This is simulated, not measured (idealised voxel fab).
process module | voxel self aligned contacts
cross-section cut | 190 nm wide | cells 5 nm
A cross-section is a grid of square cells, given in bands from the top down. A band is one or more rows of cells.
Each band's line starts with the height of the band's top and of its bottom, in nm. Then come its materials from left to right, each with its width in nm. One material with "throughout" fills the band from edge to edge. "air" is empty space.
Height 0 is the level under which the wafer as received is all one material. The lowest band goes on downwards, as in "0 down".
A width such as "30 to 40" changes by the same amount from each row of cells to the next, from the band's top row to its bottom row.
"no change" after a step means that no cell of the cross-section changed.
closed voids: empty space of 8 cells or more with no open way to the top, each as width x height at its distance from the left edge, in nm
after a step's settings: what the simulator itself notes on the step
overlay nm, on a step with a mask: how far to the right of its planned place the mask lay; to the left if negative
plan
1 op RECEIVE | material Si
2 op OXIDIZE | depth nm 5
3 op DIRECTIONAL_DEP | material polySi | thk nm 20
4 op DIRECTIONAL_DEP | material SiN | thk nm 25
5 op PATTERN | tone cover | mask id GATE | material resist | width nm 35 | pitch nm 80 | thk nm 20 | overlay nm 0
6 op DIRECTIONAL_ETCH | etch materials SiN | depth nm 25
7 op DIRECTIONAL_ETCH | etch materials polySi | depth nm 25
8 op STRIP | etch materials resist
9 op CONFORMAL_DEP | material SiN | thk nm 10
10 op DIRECTIONAL_ETCH | etch materials SiN | depth nm 10
11 op FILL_DEP | material SiO2 | thk nm 10
12 op CMP | height nm 55
13 op DIRECTIONAL_DEP | material aC | thk nm 15
14 op PATTERN | tone open | mask id CONTACT | material resist | width nm 55 | thk nm 35 | overlay nm 0
15 op DIRECTIONAL_ETCH | etch materials aC | depth nm 15
16 op STRIP | etch materials resist
17 op DIRECTIONAL_ETCH | etch materials SiO2 | depth nm 60
18 op STRIP | etch materials aC
19 op CONFORMAL_DEP | material TiN | thk nm 5
20 op FILL_DEP | material Ru | thk nm 5
21 op CMP | height nm 55
22 op CONFORMAL_DEP | material SiN | thk nm 5
varied across the wafers: thk nm of step 3. The plan shows the first wafer's value. All wafers start alike
first wafer as received, after step 1
  0 down: Si throughout
  closed voids: none
first wafer at the end, after step 22
  60 to 55: SiN throughout
  55 to 45: SiO2 65 | TiN 5 to 20 | Ru 45 to 15 | TiN 5 to 20 | SiO2 70
  45 to 20: SiO2 25 | SiN 55 | TiN 5 | Ru 15 | TiN 5 | SiN 55 | SiO2 30
  20 to 0: SiO2 25 | SiN 10 | polySi 35 | SiN 10 | TiN 5 | Ru 15 | TiN 5 | SiN 10 | polySi 35 | SiN 10 | SiO2 30
  0 to -5: SiO2 80 | TiN 25 | SiO2 85
  -5 down: Si throughout
  closed voids: none
last wafer at the end
  60 to 55: SiN throughout
  55 to 40: SiO2 25 | SiN 55 | TiN 5 | Ru 15 | TiN 5 | SiN 55 | SiO2 30
  40 to 20: SiO2 25 | SiN 10 | polySi 35 | SiN 10 | TiN 5 | Ru 15 | TiN 5 | SiN 10 | polySi 35 | SiN 10 | SiO2 30
  20 to 15: SiO2 25 | SiN 10 | polySi 35 | SiN 10 | TiN 25 | SiN 10 | polySi 35 | SiN 10 | SiO2 30
  15 to 0: polySi throughout
  0 to -5: SiO2 throughout
  -5 down: Si throughout
  closed voids: none
each wafer at the end: cells of each material gained (+) or lost (-) since it was received, then its closed voids
thk nm 20 | +39 Ru | -38 Si | +180 SiN | +186 SiO2 | +33 TiN | +56 polySi | closed voids: none
thk nm 25 | +33 Ru | -38 Si | +188 SiN | +170 SiO2 | +33 TiN | +70 polySi | closed voids: none
thk nm 30 | +27 Ru | -38 Si | +188 SiN | +148 SiO2 | +23 TiN | +108 polySi | closed voids: none
thk nm 35 | +24 Ru | -38 Si | +166 SiN | +137 SiO2 | +21 TiN | +146 polySi | closed voids: none
thk nm 40 | +21 Ru | -38 Si | +144 SiN | +126 SiO2 | +19 TiN | +184 polySi | closed voids: none
